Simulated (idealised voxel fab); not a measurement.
The document below concerns the process module designated voxel wiring stack.
We display cut, a cross-section 240 nm in width whose square cells are each 5 nm.
How to read a cross-section here: the picture is a grid of square cells, written as bands going from the top down, and any band can span one or more rows of cells. This entry defines a band. It first specifies the height of the band's top and the height of its bottom in nm, and then specifies the band's materials from left to right, stating each material with its width in nm. The word "edge to edge" identifies a single material that fills the band from edge to edge, while the word "empty" identifies empty space. A quick word on heights: they are counted from 0, and under that level the wafer as it came to us is one material throughout. The lowest band is different from the rest in having no bottom; it simply continues downward, written as in "from 0 down". The width entry "30 to 40" should be interpreted row by row: the top row of cells in the band takes the first number, the bottom row takes the second number, and the change between adjacent rows is uniform throughout. It should be understood that the words "same as before", when stated for a given step, signify that the cross-section underwent no change in any of its cells during that step. Closed empty spaces (no open way to the top) of 8 cells or more are what "Tabulated closed voids" lists, each as width x height at distance from the left edge, nm for all three. Where a step's line continues beyond its settings, the continuation is a remark by the simulator itself on that step. "overlay nm", when on a step's line for a step with a mask, measures how far to the right of its planned place the mask lay; a negative measure means to the left.
# Set out below are the planned steps of the process
| 1 | RECEIVE,material Si |
| 2 | CONFORMAL_DEP,material SiO2,thk nm 10 |
| 3 | DIRECTIONAL_DEP,material TiN,thk nm 5 |
| 4 | DIRECTIONAL_DEP,material Ru,thk nm 15 |
| 5 | DIRECTIONAL_DEP,material aC,thk nm 10 |
| 6 | PATTERN,tone cover,mask id METAL_1,material resist,width nm 20,pitch nm 50,thk nm 30,overlay nm 0 |
| 7 | DIRECTIONAL_ETCH,etch materials aC,depth nm 10 |
| 8 | STRIP,etch materials resist |
| 9 | DIRECTIONAL_ETCH,etch materials Ru,depth nm 15 |
| 10 | DIRECTIONAL_ETCH,etch materials TiN,depth nm 5 |
| 11 | STRIP,etch materials aC |
| 12 | CONFORMAL_DEP,material SiN,thk nm 5 |
| 13 | FILL_DEP,material SiO2,thk nm 10 |
| 14 | CMP,height nm 30 |
| 15 | CONFORMAL_DEP,material SiCN,thk nm 5 |
| 16 | DIRECTIONAL_DEP,material lowk,thk nm 10 |
| 17 | PATTERN,tone open,mask id PLUG_1,material resist,width nm 15,pitch nm 50,thk nm 15,overlay nm 0 |
| 18 | DIRECTIONAL_ETCH,etch materials lowk,depth nm 10 |
| 19 | DIRECTIONAL_ETCH,etch materials SiCN,depth nm 5 |
| 20 | STRIP,etch materials resist |
| 21 | EPI,material Ru,thk nm 10 |
| 22 | EPI,material Ru,thk nm 5 |
| 23 | CONFORMAL_DEP,material SiN,thk nm 5 |
| 24 | DIRECTIONAL_DEP,material SiO2,thk nm 20 |
| 25 | PATTERN,tone open,mask id METAL_2,material resist,width nm 15,pitch nm 50,thk nm 15,overlay nm 0 |
| 26 | DIRECTIONAL_ETCH,etch materials SiO2,depth nm 20 |
| 27 | DIRECTIONAL_ETCH,etch materials SiN,depth nm 5 |
| 28 | STRIP,etch materials resist |
| 29 | CONFORMAL_DEP,material TiN,thk nm 5 |
| 30 | FILL_DEP,material Cu,thk nm 5 |
| 31 | CMP,height nm 70 |
| 32 | EPI,material Ru,thk nm 5 |
| 33 | FILL_DEP,material SiCN,thk nm 5 |
| 34 | DIRECTIONAL_DEP,material SiO2,thk nm 15 |
| 35 | MASKED_ETCH,tone open,mask id PLUG_2,width nm 15,pitch nm 50,etch materials SiO2,depth nm 15,overlay nm 0 |
| 36 | MASKED_ETCH,tone open,mask id PLUG_2,width nm 15,pitch nm 50,etch materials SiCN,depth nm 5,overlay nm 0 |
| 37 | EPI,material Ru,thk nm 10 |
| 38 | EPI,material Ru,thk nm 10 |
| 39 | DIRECTIONAL_DEP,material TiN,thk nm 5 |
| 40 | DIRECTIONAL_DEP,material Ru,thk nm 25 |
| 41 | MASKED_ETCH,tone cover,mask id METAL_3,width nm 20,pitch nm 50,etch materials Ru,depth nm 25,overlay nm 0 |
| 42 | MASKED_ETCH,tone cover,mask id METAL_3,width nm 20,pitch nm 50,etch materials TiN,depth nm 5,overlay nm 0 |
| 43 | FILL_DEP,material lowk,thk nm 5 |
| 44 | CMP,height nm 125 |
| 45 | CONFORMAL_DEP,material SiN,thk nm 5 |
Wafer-to-wafer difference: width nm, step 25. Common start. Plan = first wafer's value.
# As-received state after step 1, first of several wafers, cross-section
* from 0 down = Si edge to edge
* Tabulated closed voids: none
# Cross-sectional representation of the first of several wafers at the end of the module, i.e. after its terminal step, step 45
* from 130 to 125 = SiN edge to edge
* from 125 to 100 = 60 of lowk / 20 of Ru / 30 of lowk / 20 of Ru / 30 of lowk / 20 of Ru / 60 of lowk
* from 100 to 95 = 60 of lowk / 20 of TiN / 30 of lowk / 20 of TiN / 30 of lowk / 20 of TiN / 60 of lowk
* from 95 to 80 = 60 of SiO2 / 15 of Ru / 35 of SiO2 / 15 of Ru / 35 of SiO2 / 15 of Ru / 65 of SiO2
* from 80 to 70 = 60 of SiCN / 15 to 25 of Ru / 35 to 25 of SiCN / 15 to 25 of Ru / 35 to 25 of SiCN / 15 to 25 of Ru / 65 to 55 of SiCN
* from 70 to 50 = 65 of SiO2 / 5 of TiN / 5 of Cu / 5 of TiN / 35 of SiO2 / 5 of TiN / 5 of Cu / 5 of TiN / 35 of SiO2 / 5 of TiN / 5 of Cu / 5 of TiN / 60 of SiO2
* from 50 to 45 = 65 of SiN / 15 of TiN / 35 of SiN / 15 of TiN / 35 of SiN / 15 of TiN / 60 of SiN
* from 45 to 35 = 60 of lowk / 15 of Ru / 35 of lowk / 15 of Ru / 35 of lowk / 15 of Ru / 65 of lowk
* from 35 to 30 = 60 of SiCN / 15 of Ru / 35 of SiCN / 15 of Ru / 35 of SiCN / 15 of Ru / 65 of SiCN
* from 30 to 15 = 55 of SiO2 / 5 of SiN / 20 of Ru / 5 of SiN / 20 of SiO2 / 5 of SiN / 20 of Ru / 5 of SiN / 20 of SiO2 / 5 of SiN / 20 of Ru / 5 of SiN / 55 of SiO2
* from 15 to 10 = 60 of SiN / 20 of TiN / 30 of SiN / 20 of TiN / 30 of SiN / 20 of TiN / 60 of SiN
* from 10 to 0 = SiO2 edge to edge
* from 0 down = Si edge to edge
* Tabulated closed voids: none
# End of module: cross-section, last of several wafers
* from 130 to 125 = SiN edge to edge
* from 125 to 100 = 60 of lowk / 20 of Ru / 30 of lowk / 20 of Ru / 30 of lowk / 20 of Ru / 60 of lowk
* from 100 to 95 = 60 of lowk / 20 of TiN / 30 of lowk / 20 of TiN / 30 of lowk / 20 of TiN / 60 of lowk
* from 95 to 80 = 60 of SiO2 / 15 of Ru / 35 of SiO2 / 15 of Ru / 35 of SiO2 / 15 of Ru / 65 of SiO2
* from 80 to 70 = 60 to 50 of SiCN / 15 to 45 of Ru / 35 to 5 of SiCN / 15 to 45 of Ru / 35 to 5 of SiCN / 15 to 45 of Ru / 65 to 45 of SiCN
* from 70 to 50 = 55 of SiO2 / 5 of TiN / 25 of Cu / 5 of TiN / 15 of SiO2 / 5 of TiN / 25 of Cu / 5 of TiN / 15 of SiO2 / 5 of TiN / 25 of Cu / 5 of TiN / 50 of SiO2
* from 50 to 45 = 55 of SiN / 35 of TiN / 15 of SiN / 35 of TiN / 15 of SiN / 35 of TiN / 50 of SiN
* from 45 to 35 = 60 of lowk / 15 of Ru / 35 of lowk / 15 of Ru / 35 of lowk / 15 of Ru / 65 of lowk
* from 35 to 30 = 60 of SiCN / 15 of Ru / 35 of SiCN / 15 of Ru / 35 of SiCN / 15 of Ru / 65 of SiCN
* from 30 to 15 = 55 of SiO2 / 5 of SiN / 20 of Ru / 5 of SiN / 20 of SiO2 / 5 of SiN / 20 of Ru / 5 of SiN / 20 of SiO2 / 5 of SiN / 20 of Ru / 5 of SiN / 55 of SiO2
* from 15 to 10 = 60 of SiN / 20 of TiN / 30 of SiN / 20 of TiN / 30 of SiN / 20 of TiN / 60 of SiN
* from 10 to 0 = SiO2 edge to edge
* from 0 down = Si edge to edge
* Tabulated closed voids: none
# Per-wafer rows below. For each material: cells gained (+) or lost (-) since the wafer was received, as of end of module. Then: closed voids
width nm 15 | +12 Cu | +174 Ru | +111 SiCN | +141 SiN | +459 SiO2 | +57 TiN | +294 lowk | Tabulated closed voids: none
width nm 20 | +24 Cu | +177 Ru | +108 SiCN | +138 SiN | +447 SiO2 | +60 TiN | +294 lowk | Tabulated closed voids: none
width nm 25 | +36 Cu | +180 Ru | +105 SiCN | +135 SiN | +435 SiO2 | +63 TiN | +294 lowk | Tabulated closed voids: none
width nm 30 | +48 Cu | +183 Ru | +102 SiCN | +132 SiN | +423 SiO2 | +66 TiN | +294 lowk | Tabulated closed voids: none
width nm 35 | +60 Cu | +186 Ru | +99 SiCN | +129 SiN | +411 SiO2 | +69 TiN | +294 lowk | Tabulated closed voids: none
